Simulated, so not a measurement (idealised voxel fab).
process module | voxel capacitor over wiring
cross-section cut | 300 nm wide | cells 5 nm
A cross-section is a grid of square cells, given in bands from the top down. A band is one or more rows of cells.
Each band's line starts with the height of the band's top and of its bottom, in nm. Then come its materials from left to right, each with its width in nm. One material with "throughout" fills the band from edge to edge. "air" is empty space.
Height 0 is the level under which the wafer as received is all one material. The lowest band goes on downwards, as in "0 down".
A width such as "30 to 40" changes by the same amount from each row of cells to the next, from the band's top row to its bottom row.
"no change" after a step means that no cell of the cross-section changed.
closed voids: empty space of 8 cells or more with no open way to the top, each as width x height at its distance from the left edge, in nm
after a step's settings: what the simulator itself notes on the step
overlay nm, on a step with a mask: how far to the right of its planned place the mask lay; to the left if negative
plan
1 op RECEIVE | material Si
2 op CONFORMAL_DEP | material SiO2 | thk nm 15
3 op DIRECTIONAL_DEP | material TiN | thk nm 5
4 op DIRECTIONAL_DEP | material W | thk nm 20
5 op MASKED_ETCH | tone cover | mask id METAL_1 | width nm 15 | pitch nm 85 | etch materials W | depth nm 20 | overlay nm 0
6 op MASKED_ETCH | tone cover | mask id METAL_1 | width nm 20 | pitch nm 85 | etch materials TiN | depth nm 5 | overlay nm 0
7 op CONFORMAL_DEP | material SiCN | thk nm 5
8 op FILL_DEP | material lowk | thk nm 5
9 op CMP | height nm 40
10 op CONFORMAL_DEP | material SiCN | thk nm 5
11 op DIRECTIONAL_DEP | material SiO2 | thk nm 20
12 op PATTERN | tone open | mask id PLUG_1 | material resist | width nm 15 | thk nm 20 | overlay nm 0
13 op DIRECTIONAL_ETCH | etch materials SiO2 | depth nm 20
14 op DIRECTIONAL_ETCH | etch materials SiCN | depth nm 5
15 op STRIP | etch materials resist
16 op CONFORMAL_DEP | material TiN | thk nm 5
17 op FILL_DEP | material Cu | thk nm 10
18 op CMP | height nm 65
19 op DIRECTIONAL_DEP | material TiN | thk nm 10
20 op DIRECTIONAL_DEP | material HfO2 | thk nm 5
21 op DIRECTIONAL_DEP | material TiN | thk nm 10
22 op DIRECTIONAL_DEP | material aC | thk nm 15
23 op PATTERN | tone cover | mask id UPPER_PLATE | material resist | width nm 70 | thk nm 30 | overlay nm 0
24 op DIRECTIONAL_ETCH | etch materials aC | depth nm 15
25 op STRIP | etch materials resist
26 op DIRECTIONAL_ETCH | etch materials TiN | depth nm 10
27 op DIRECTIONAL_ETCH | etch materials HfO2 | depth nm 5
28 op STRIP | etch materials aC
29 op MASKED_ETCH | tone cover | mask id LOWER_PLATE | width nm 80 | etch materials TiN | depth nm 10 | overlay nm 0
30 op FILL_DEP | material SiO2 | thk nm 15
31 op CMP | height nm 100
32 op PATTERN | tone open | mask id PLUG_2 | material resist | width nm 15 | thk nm 20 | overlay nm 0
33 op DIRECTIONAL_ETCH | etch materials SiO2 | depth nm 10
34 op STRIP | etch materials resist
35 op CONFORMAL_DEP | material TiN | thk nm 5
36 op FILL_DEP | material W | thk nm 5
37 op CMP | height nm 100
38 op CONFORMAL_DEP | material SiCN | thk nm 5
varied across the wafers: width nm of step 5. The plan shows the first wafer's value. All wafers start alike
first wafer as received, after step 1
  0 down: Si throughout
  closed voids: none
each wafer at the end: cells of each material gained (+) or lost (-) since it was received, then its closed voids
width nm 15 | +4 Cu | +14 HfO2 | +187 SiCN | +748 SiO2 | +84 TiN | +25 W | +198 lowk | closed voids: none
width nm 20 | +4 Cu | +14 HfO2 | +185 SiCN | +748 SiO2 | +84 TiN | +33 W | +192 lowk | closed voids: none
width nm 25 | +4 Cu | +14 HfO2 | +183 SiCN | +748 SiO2 | +86 TiN | +41 W | +184 lowk | closed voids: none
width nm 30 | +4 Cu | +14 HfO2 | +181 SiCN | +748 SiO2 | +88 TiN | +49 W | +176 lowk | closed voids: none
width nm 35 | +4 Cu | +14 HfO2 | +179 SiCN | +748 SiO2 | +90 TiN | +57 W | +168 lowk | closed voids: none
